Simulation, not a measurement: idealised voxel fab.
process module | voxel released beams
cross-section cut | 165 nm wide | cells 5 nm
A cross-section is a grid of square cells, given in bands from the top down. A band is one or more rows of cells.
Each band's line starts with the height of the band's top and of its bottom, in nm. Then come its materials from left to right, each with its width in nm. One material with "throughout" fills the band from edge to edge. "air" is empty space.
Height 0 is the level under which the wafer as received is all one material. The lowest band goes on downwards, as in "0 down".
A width such as "30 to 40" changes by the same amount from each row of cells to the next, from the band's top row to its bottom row.
"no change" after a step means that no cell of the cross-section changed.
closed voids: empty space of 8 cells or more with no open way to the top, each as width x height at its distance from the left edge, in nm
after a step's settings: what the simulator itself notes on the step
overlay nm, on a step with a mask: how far to the right of its planned place the mask lay; to the left if negative
plan
1 op RECEIVE | material Si
2 op CONFORMAL_DEP | material Al2O3 | thk nm 5
3 op DIRECTIONAL_DEP | material SiO2 | thk nm 20
4 op PATTERN | tone open | mask id ANCHOR | material resist | width nm 35 | thk nm 15 | overlay nm 0
5 op DIRECTIONAL_ETCH | etch materials SiO2 | depth nm 20
6 op STRIP | etch materials resist
7 op CONFORMAL_DEP | material W | thk nm 10
8 op DIRECTIONAL_DEP | material aC | thk nm 10
9 op PATTERN | tone cover | mask id BEAM | material resist | width nm 120 | thk nm 30 | overlay nm 0
10 op DIRECTIONAL_ETCH | etch materials aC | depth nm 10
11 op STRIP | etch materials resist
12 op DIRECTIONAL_ETCH | etch materials W | depth nm 10
13 op STRIP | etch materials aC
14 op STRIP | etch materials SiO2
first wafer, as planned
as received, after step 1
  0 down: Si throughout
  closed voids: none
after step 2
  5 to 0: Al2O3 throughout
  below 0: unchanged
after step 3
  25 to 5: SiO2 throughout
  below 5: unchanged
after step 4
  40 to 25: resist 25 | air 35 | resist 105
  below 25: unchanged
after step 5
  40 to 25: resist 25 | air 35 | resist 105
  25 to 5: SiO2 25 | air 35 | SiO2 105
  below 5: unchanged
after step 6
  25 to 5: SiO2 25 | air 35 | SiO2 105
  below 5: unchanged
after step 7
  35 to 25: W 35 | air 15 | W 115
  25 to 15: SiO2 25 | W 10 | air 15 | W 10 | SiO2 105
  15 to 5: SiO2 25 | W 35 | SiO2 105
  below 5: unchanged
after step 8
  45 to 35: aC 35 | air 15 | aC 115
  35 to 25: W 35 | air 15 | W 115
  25 to 15: SiO2 25 | W 10 | aC 15 | W 10 | SiO2 105
  below 15: unchanged
after step 9
  75 to 45: air 20 | resist 120 | air 25
  45 to 35: aC 35 | resist 15 | aC 115
  35 to 25: W 35 | resist 15 | W 115
  below 25: unchanged
after step 10
  65 to 45: air 20 | resist 120 | air 25
  45 to 35: air 20 | aC 15 | resist 15 | aC 90 | air 25
  below 35: unchanged
after step 11
  45 to 35: air 20 | aC 15 | air 15 | aC 90 | air 25
  35 to 25: W 35 | air 15 | W 115
  below 25: unchanged
after step 12
  45 to 35: air 20 | aC 15 | air 15 | aC 90 | air 25
  35 to 25: air 20 | W 15 | air 15 | W 90 | air 25
  below 25: unchanged
after step 13
  35 to 25: air 20 | W 15 | air 15 | W 90 | air 25
  25 to 15: SiO2 25 | W 10 | air 15 | W 10 | SiO2 105
  below 15: unchanged
after step 14
  35 to 25: air 20 | W 15 | air 15 | W 90 | air 25
  25 to 15: air 25 | W 10 | air 15 | W 10 | air 105
  15 to 5: air 25 | W 35 | air 105
  below 5: unchanged
second wafer: like start, like plan, one mistake. Through step 3 it matches the first wafer
when step 4 should have ended
  40 to 25: resist 15 | air 35 | resist 115
  below 25: unchanged
when step 5 should have ended
  40 to 25: resist 15 | air 35 | resist 115
  25 to 5: SiO2 15 | air 35 | SiO2 115
  below 5: unchanged
when step 6 should have ended
  25 to 5: SiO2 15 | air 35 | SiO2 115
  below 5: unchanged
when step 7 should have ended
  35 to 25: W 25 | air 15 | W 125
  25 to 15: SiO2 15 | W 10 | air 15 | W 10 | SiO2 115
  15 to 5: SiO2 15 | W 35 | SiO2 115
  below 5: unchanged
when step 8 should have ended
  45 to 35: aC 25 | air 15 | aC 125
  35 to 25: W 25 | air 15 | W 125
  25 to 15: SiO2 15 | W 10 | aC 15 | W 10 | SiO2 115
  below 15: unchanged
when step 9 should have ended
  75 to 45: air 20 | resist 120 | air 25
  45 to 35: aC 25 | resist 15 | aC 125
  35 to 25: W 25 | resist 15 | W 125
  below 25: unchanged
when step 10 should have ended
  65 to 45: air 20 | resist 120 | air 25
  45 to 35: air 20 | aC 5 | resist 15 | aC 100 | air 25
  below 35: unchanged
when step 11 should have ended
  45 to 35: air 20 | aC 5 | air 15 | aC 100 | air 25
  35 to 25: W 25 | air 15 | W 125
  below 25: unchanged
when step 12 should have ended
  45 to 35: air 20 | aC 5 | air 15 | aC 100 | air 25
  35 to 25: air 20 | W 5 | air 15 | W 100 | air 25
  below 25: unchanged
when step 13 should have ended
  35 to 25: air 20 | W 5 | air 15 | W 100 | air 25
  25 to 15: SiO2 15 | W 10 | air 15 | W 10 | SiO2 115
  below 15: unchanged
when step 14 should have ended
  35 to 25: air 20 | W 5 | air 15 | W 100 | air 25
  25 to 15: air 15 | W 10 | air 15 | W 10 | air 115
  15 to 5: air 15 | W 35 | air 115
  below 5: unchanged
what went wrong: step 4 ran as: op PATTERN | tone open | mask id ANCHOR | material resist | width nm 35 | thk nm 15 | overlay nm -10
at the end the second wafer has, in cells: as many of each material as the first, in other places
